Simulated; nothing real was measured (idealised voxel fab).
The process module presented herein is designated voxel double patterning.
FYI the section here is cut, 230 nm wide, cells are 5 nm squares.
If you're reading a cross-section in this doc, picture square cells in a grid; it comes to you as bands, top ones listed first down to the bottom, and a band can be one or more rows of cells.
The entry gives the band's vertical extent as a top height and a bottom height in nm, then its horizontal make-up as materials from left to right, each with a width in nm. "blank" stands for empty space; a single material marked "edge to edge" fills the band edge to edge.
Below 0: as-received wafer, all one material; heights counted from there. Lowest band: no bottom, goes on down, written "0..down".
Graded width ("30 to 40"): value in top row of band = first number; value in bottom row = second number; row-to-row change constant.
Where the words "left unchanged" appear for a step, the cross-section shows no cell changed by that step; every cell remained as before.
"Completely sealed voids" - sealed voids, min. 8 cells, no opening to top; format: width x height at distance (distance from left edge; nm throughout).
Past the settings on a step's line: simulator remark, on that step.
overlay nm: for a step with a mask, the amount by which the mask lay right of where it was planned; a negative amount means left of it.

The process steps that were planned are listed below
- 1: RECEIVE [material Si]
- 2: CONFORMAL_DEP [material SiN] [thk nm 5]
- 3: DIRECTIONAL_DEP [material SiO2] [thk nm 15]
- 4: DIRECTIONAL_DEP [material SiCN] [thk nm 10]
- 5: PATTERN [tone open] [mask id FIRST] [material resist] [width nm 15] [pitch nm 50] [thk nm 15] [overlay nm 0]
- 6: DIRECTIONAL_ETCH [etch materials SiCN] [depth nm 10]
- 7: STRIP [etch materials resist]
- 8: PATTERN [tone open] [mask id SECOND] [material resist] [width nm 15] [pitch nm 50] [thk nm 20] [overlay nm 0]
- 9: DIRECTIONAL_ETCH [etch materials SiCN] [depth nm 10]
- 10: STRIP [etch materials resist]
- 11: DIRECTIONAL_ETCH [etch materials SiO2] [depth nm 15]
- 12: STRIP [etch materials SiCN]

The first of the two wafers, which ran as planned

Incoming wafer in cross-section (state: after step 1)
  0..down | Si edge to edge
  Completely sealed voids: none

Wafer xsec, post step 2
  5..0 | SiN edge to edge
  For the remainder of the cross-section, below 0, there is no change.

Wafer xsec, post step 3
  20..5 | SiO2 edge to edge
  For the remainder of the cross-section, below 5, there is no change.

Wafer xsec, post step 4
  30..20 | SiCN edge to edge
  For the remainder of the cross-section, below 20, there is no change.

Wafer xsec, post step 5
  45..30 | resist (55), blank (15), resist (35), blank (15), resist (35), blank (15), resist (60)
  For the remainder of the cross-section, below 30, there is no change.

Wafer xsec, post step 6
  45..30 | resist (55), blank (15), resist (35), blank (15), resist (35), blank (15), resist (60)
  30..20 | SiCN (55), blank (15), SiCN (35), blank (15), SiCN (35), blank (15), SiCN (60)
  For the remainder of the cross-section, below 20, there is no change.

Wafer xsec, post step 7
  30..20 | SiCN (55), blank (15), SiCN (35), blank (15), SiCN (35), blank (15), SiCN (60)
  For the remainder of the cross-section, below 20, there is no change.

Wafer xsec, post step 8
  50..30 | resist (80), blank (15), resist (35), blank (15), resist (85)
  30..20 | SiCN (55), resist (15), SiCN (35), resist (15), SiCN (35), resist (15), SiCN (60)
  For the remainder of the cross-section, below 20, there is no change.

Wafer xsec, post step 9
  50..30 | resist (80), blank (15), resist (35), blank (15), resist (85)
  30..20 | SiCN (55), resist (15), SiCN (10), blank (15), SiCN (10), resist (15), SiCN (10), blank (15), SiCN (10), resist (15), SiCN (60)
  For the remainder of the cross-section, below 20, there is no change.

Wafer xsec, post step 10
  30..20 | SiCN (55), blank (15), SiCN (10), blank (15), SiCN (10), blank (15), SiCN (10), blank (15), SiCN (10), blank (15), SiCN (60)
  For the remainder of the cross-section, below 20, there is no change.

Wafer xsec, post step 11
  30..20 | SiCN (55), blank (15), SiCN (10), blank (15), SiCN (10), blank (15), SiCN (10), blank (15), SiCN (10), blank (15), SiCN (60)
  20..5 | SiO2 (55), blank (15), SiO2 (10), blank (15), SiO2 (10), blank (15), SiO2 (10), blank (15), SiO2 (10), blank (15), SiO2 (60)
  For the remainder of the cross-section, below 5, there is no change.

Wafer xsec, post step 12
  20..5 | SiO2 (55), blank (15), SiO2 (10), blank (15), SiO2 (10), blank (15), SiO2 (10), blank (15), SiO2 (10), blank (15), SiO2 (60)
  For the remainder of the cross-section, below 5, there is no change.

second wafer: like start, like plan, one mistake. Through step 1 it matches the first wafer

Cross-section of the second wafer corresponding to the planned conclusion of step 2
  15..0 | SiO2 edge to edge
  For the remainder of the cross-section, below 0, there is no change.

Cross-section of the second wafer corresponding to the planned conclusion of step 3
  20..15 | SiN edge to edge
  For the remainder of the cross-section, below 15, there is no change.

Cross-section of the second wafer corresponding to the planned conclusion of step 4
  30..20 | SiCN edge to edge
  For the remainder of the cross-section, below 20, there is no change.

Cross-section of the second wafer corresponding to the planned conclusion of step 5
  45..30 | resist (55), blank (15), resist (35), blank (15), resist (35), blank (15), resist (60)
  For the remainder of the cross-section, below 30, there is no change.

Cross-section of the second wafer corresponding to the planned conclusion of step 6
  45..30 | resist (55), blank (15), resist (35), blank (15), resist (35), blank (15), resist (60)
  30..20 | SiCN (55), blank (15), SiCN (35), blank (15), SiCN (35), blank (15), SiCN (60)
  For the remainder of the cross-section, below 20, there is no change.

Cross-section of the second wafer corresponding to the planned conclusion of step 7
  30..20 | SiCN (55), blank (15), SiCN (35), blank (15), SiCN (35), blank (15), SiCN (60)
  For the remainder of the cross-section, below 20, there is no change.

Cross-section of the second wafer corresponding to the planned conclusion of step 8
  50..30 | resist (80), blank (15), resist (35), blank (15), resist (85)
  30..20 | SiCN (55), resist (15), SiCN (35), resist (15), SiCN (35), resist (15), SiCN (60)
  For the remainder of the cross-section, below 20, there is no change.

Cross-section of the second wafer corresponding to the planned conclusion of step 9
  50..30 | resist (80), blank (15), resist (35), blank (15), resist (85)
  30..20 | SiCN (55), resist (15), SiCN (10), blank (15), SiCN (10), resist (15), SiCN (10), blank (15), SiCN (10), resist (15), SiCN (60)
  For the remainder of the cross-section, below 20, there is no change.

Cross-section of the second wafer corresponding to the planned conclusion of step 10
  30..20 | SiCN (55), blank (15), SiCN (10), blank (15), SiCN (10), blank (15), SiCN (10), blank (15), SiCN (10), blank (15), SiCN (60)
  For the remainder of the cross-section, below 20, there is no change.

Cross-section of the second wafer corresponding to the planned conclusion of step 11: left unchanged

Cross-section of the second wafer corresponding to the planned conclusion of step 12
  20..15 | SiN edge to edge
  For the remainder of the cross-section, below 15, there is no change.
Heads up, the wafer didn't run the way we planned it: steps 2 and 3 were swapped
FYI, end of process, the second wafer has more or fewer cells of some materials than the first: SiO2: 45 more
